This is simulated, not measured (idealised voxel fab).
A process module follows: voxel self aligned contacts.
Each square cell in cross-section cut measures 5 nm, and the section as a whole is 175 nm wide.
Bands, listed from the top down, are how a cross-section gets written in this document; the cross-section itself is a grid of square cells, and a band is one or more rows of them. Per band: top height and bottom height in nm, followed by the left-to-right materials and their widths in nm; "everywhere" marks a single material spanning edge to edge, "empty" marks empty space. Counting heights begins at 0, where everything beneath is, in the wafer as received, one material. The lowest band has no bottom; it goes on downwards, as "0 and below" shows. Think of "30..40" as a width that walks from the first number to the second as you go down the band, top row to bottom row, taking equal-sized steps from row to row. No cell of the cross-section changed in a step that is given as "no modifications". Empty spaces counting at least 8 cells and having no open way to the top are listed in "Entrapped void list". The notation width x height at distance is used for each, the distance being from the left edge and all three values in nm. It should be noted that, on the line of a given step, the content following the step's settings is a remark produced by the simulator itself with respect to that step. The optional step-line setting "overlay nm" applies to steps with a mask and quantifies how far to the right of its planned location the mask lay, a negative value indicating leftward placement.
## Intended process steps
1: RECEIVE [material Si]
2: CONFORMAL_DEP [material SiO2] [thk nm 5]
3: DIRECTIONAL_DEP [material polySi] [thk nm 25]
4: DIRECTIONAL_DEP [material SiN] [thk nm 15]
5: DIRECTIONAL_DEP [material aC] [thk nm 10]
6: PATTERN [tone cover] [mask id GATE] [material resist] [width nm 30] [pitch nm 55] [thk nm 30] [overlay nm 0]
7: DIRECTIONAL_ETCH [etch materials aC] [depth nm 10]
8: STRIP [etch materials resist]
9: DIRECTIONAL_ETCH [etch materials SiN] [depth nm 15]
10: DIRECTIONAL_ETCH [etch materials polySi] [depth nm 25]
11: STRIP [etch materials aC]
12: CONFORMAL_DEP [material SiN] [thk nm 5]
13: DIRECTIONAL_ETCH [etch materials SiN] [depth nm 5]
14: FILL_DEP [material SiO2] [thk nm 20]
15: CMP [height nm 55]
16: MASKED_ETCH [tone open] [mask id CONTACT] [width nm 35] [etch materials SiO2] [depth nm 55] [overlay nm 0]
17: CONFORMAL_DEP [material TiN] [thk nm 5]
18: FILL_DEP [material Ru] [thk nm 5]
19: CMP [height nm 55]
20: CONFORMAL_DEP [material SiCN] [thk nm 5]
## Here's what the wafer looked like in cross-section when it arrived - that's after step 1
    0 and below: Si everywhere
    Entrapped void list: none
## Cross-sectional result after module completion. Note: starting condition and plan are unchanged from above; one processing mistake was made
    60 down to 55: SiCN everywhere
    55 down to 45: SiO2=70  TiN=5  Ru=25  TiN=5  SiO2=70
    45 down to 40: SiO2=70  TiN=10  Ru=15  TiN=10  SiO2=70
    40 down to 30: SiO2=45  SiN=30  TiN=5  Ru=15  TiN=5  SiN=30  SiO2=45
    30 down to 5: SiO2=45  polySi=30  TiN=5  Ru=15  TiN=5  polySi=30  SiO2=45
    5 down to 0: SiO2=75  TiN=25  SiO2=75
    0 and below: Si everywhere
    Entrapped void list: none
Against the plan, the run slipped here: it should be noted that step 12 of the plan was omitted and was not performed
